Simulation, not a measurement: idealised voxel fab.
Process module under the name voxel released beams
FYI the section here is cut, 170 nm wide, cells are 5 nm squares.
If you're reading a cross-section in this doc, picture square cells in a grid; it comes to you as bands, top ones listed first down to the bottom, and a band can be one or more rows of cells.
Top, bottom (nm), then materials left to right with widths (nm); lone material tagged "all across" fills the whole band edge to edge; "empty" = empty space.
Height 0 is the level under which the wafer as received is all one material. The lowest band goes on downwards, as in "from 0 down".
A width given as "30->40" starts at the first number in the band's top row and ends at the second number in its bottom row, shifting by an equal amount at every step from row to row.
Take "remains unaltered" at face value: in the step it is given for, the cross-section changed in none of its cells.
Entry "Unvented internal voids" = empty spaces >= 8 cells with no open way to the top; each as width x height at distance, distance from left edge, all nm.
It should be noted that, on the line of a given step, the content following the step's settings is a remark produced by the simulator itself with respect to that step.
Each step line may optionally specify "overlay nm", which for a step with a mask gives the rightward distance between the mask's planned place and where it lay, a negative value indicating the leftward direction.
So here's the lineup of process steps we planned
- 1: RECEIVE (material Si)
- 2: CONFORMAL_DEP (material SiN; thk nm 10)
- 3: DIRECTIONAL_DEP (material SiO2; thk nm 10)
- 4: MASKED_ETCH (tone open; mask id ANCHOR; width nm 35; etch materials SiO2; depth nm 10; overlay nm 0)
- 5: CONFORMAL_DEP (material W; thk nm 15)
- 6: MASKED_ETCH (tone cover; mask id BEAM; width nm 105; etch materials W; depth nm 15; overlay nm 0)
- 7: STRIP (etch materials SiO2)
All wafers enter the flow in the same state. The width nm at step 4 differs from wafer to wafer, and the plan gives the value for the first wafer.
The as-received cross-section of the first of several wafers corresponds to the state after step 1
  from 0 down  Si all across
  Unvented internal voids: none
End-of-module cross-section, first of several wafers, after last step 7
  from 35 to 25  empty 30 | W 25 | empty 5 | W 75 | empty 35
  from 25 to 20  empty 30 | W 105 | empty 35
  from 20 to 10  empty 40 | W 35 | empty 95
  from 10 to 0  SiN all across
  from 0 down  Si all across
  Unvented internal voids: none
Here's the last wafer cross-sectioned at the end of the module
  from 35 to 25  empty 30 | W 15 | empty 30 | W 60 | empty 35
  from 25 to 20  empty 30 | W 105 | empty 35
  from 20 to 10  empty 30 | W 60 | empty 80
  from 10 to 0  SiN all across
  from 0 down  Si all across
  Unvented internal voids: none
wafer rows; end of module; cells per material since receipt: (+) gained, (-) lost; then closed voids
width nm 35 | +68 SiN | +75 W | Unvented internal voids: none
width nm 40 | +68 SiN | +75 W | Unvented internal voids: none
width nm 45 | +68 SiN | +75 W | Unvented internal voids: none
width nm 50 | +68 SiN | +75 W | Unvented internal voids: none
width nm 55 | +68 SiN | +75 W | Unvented internal voids: none
width nm 60 | +68 SiN | +75 W | Unvented internal voids: none
